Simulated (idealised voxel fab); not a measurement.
process module | voxel released beams
cross-section cut | 270 nm wide | cells 5 nm
A cross-section is a grid of square cells, given in bands from the top down. A band is one or more rows of cells.
Each band's line starts with the height of the band's top and of its bottom, in nm. Then come its materials from left to right, each with its width in nm. One material with "throughout" fills the band from edge to edge. "air" is empty space.
Height 0 is the level under which the wafer as received is all one material. The lowest band goes on downwards, as in "0 down".
A width such as "30 to 40" changes by the same amount from each row of cells to the next, from the band's top row to its bottom row.
"no change" after a step means that no cell of the cross-section changed.
closed voids: empty space of 8 cells or more with no open way to the top, each as width x height at its distance from the left edge, in nm
after a step's settings: what the simulator itself notes on the step
overlay nm, on a step with a mask: how far to the right of its planned place the mask lay; to the left if negative
plan
1 op RECEIVE | material Si
2 op CONFORMAL_DEP | material Al2O3 | thk nm 10
3 op DIRECTIONAL_DEP | material SiO2 | thk nm 15
4 op MASKED_ETCH | tone open | mask id ANCHOR | width nm 30 | etch materials SiO2 | depth nm 15 | overlay nm 0
5 op CONFORMAL_DEP | material polySi | thk nm 10
6 op MASKED_ETCH | tone cover | mask id BEAM | width nm 115 | etch materials polySi | depth nm 10 | overlay nm 0
7 op STRIP | etch materials SiO2
as received, after step 1
  0 down: Si throughout
  closed voids: none
first wafer at the end, as planned
  35 to 25: air 75 | polySi 15 | air 10 | polySi 90 | air 80
  25 to 20: air 80 | polySi 10 | air 10 | polySi 10 | air 160
  20 to 10: air 80 | polySi 30 | air 160
  10 to 0: Al2O3 throughout
  0 down: Si throughout
  closed voids: none
second wafer at the end: like start, like plan, one mistake
  35 to 25: air 75 | polySi 20 | air 10 | polySi 85 | air 80
  25 to 20: air 85 | polySi 10 | air 10 | polySi 10 | air 155
  20 to 10: air 85 | polySi 30 | air 155
  10 to 0: Al2O3 throughout
  0 down: Si throughout
  closed voids: none
what went wrong: step 4 ran as: op MASKED_ETCH | tone open | mask id ANCHOR | width nm 30 | etch materials SiO2 | depth nm 15 | overlay nm 5
at the end the second wafer has, in cells: as many of each material as the first, in other places
